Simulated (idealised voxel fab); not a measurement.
process module | voxel self aligned contacts
cross-section cut | 210 nm wide | cells 5 nm
A cross-section is a grid of square cells, given in bands from the top down. A band is one or more rows of cells.
Each band's line starts with the height of the band's top and of its bottom, in nm. Then come its materials from left to right, each with its width in nm. One material with "throughout" fills the band from edge to edge. "air" is empty space.
Height 0 is the level under which the wafer as received is all one material. The lowest band goes on downwards, as in "0 down".
A width such as "30 to 40" changes by the same amount from each row of cells to the next, from the band's top row to its bottom row.
"no change" after a step means that no cell of the cross-section changed.
closed voids: empty space of 8 cells or more with no open way to the top, each as width x height at its distance from the left edge, in nm
after a step's settings: what the simulator itself notes on the step
overlay nm, on a step with a mask: how far to the right of its planned place the mask lay; to the left if negative
plan
1 op RECEIVE | material Si
2 op OXIDIZE | depth nm 5
3 op DIRECTIONAL_DEP | material polySi | thk nm 20
4 op DIRECTIONAL_DEP | material SiN | thk nm 15
5 op MASKED_ETCH | tone cover | mask id GATE | width nm 35 | pitch nm 65 | etch materials SiN | depth nm 15 | overlay nm 0
6 op MASKED_ETCH | tone cover | mask id GATE | width nm 35 | pitch nm 65 | etch materials polySi | depth nm 20 | overlay nm 0
7 op CONFORMAL_DEP | material SiN | thk nm 5
8 op DIRECTIONAL_ETCH | etch materials SiN | depth nm 5
9 op FILL_DEP | material SiO2 | thk nm 10
10 op CMP | height nm 40
11 op MASKED_ETCH | tone open | mask id CONTACT | width nm 50 | etch materials SiO2 | depth nm 45 | overlay nm 0
12 op CONFORMAL_DEP | material TiN | thk nm 5
13 op FILL_DEP | material W | thk nm 10
14 op CMP | height nm 40
15 op CONFORMAL_DEP | material SiN | thk nm 5
as received, after step 1
  0 down: Si throughout
  closed voids: none
first wafer at the end, as planned
  45 to 40: SiN throughout
  40 to 35: SiO2 80 | TiN 20 | W 10 | TiN 20 | SiO2 80
  35 to 20: SiO2 50 | SiN 45 | TiN 5 | W 10 | TiN 5 | SiN 45 | SiO2 50
  20 to 0: SiO2 50 | SiN 5 | polySi 35 | SiN 5 | TiN 5 | W 10 | TiN 5 | SiN 5 | polySi 35 | SiN 5 | SiO2 50
  0 to -5: SiO2 95 | TiN 20 | SiO2 95
  -5 down: Si throughout
  closed voids: none
second wafer at the end: like start, like plan, one mistake
  45 to 40: SiN throughout
  40 to 25: SiO2 50 | SiN 5 | polySi 35 | SiN 5 | TiN 5 | W 10 | TiN 5 | SiN 5 | polySi 35 | SiN 5 | SiO2 50
  25 to 20: SiO2 50 | SiN 5 | polySi 35 | SiN 5 | TiN 20 | SiN 5 | polySi 35 | SiN 5 | SiO2 50
  20 to 0: polySi throughout
  0 to -5: SiO2 throughout
  -5 down: Si throughout
  closed voids: none
what went wrong: step 3 was run twice
at the end the second wafer has, in cells: 54 fewer of SiN | 88 fewer of SiO2 | 16 fewer of TiN | 10 fewer of W | 168 more of polySi
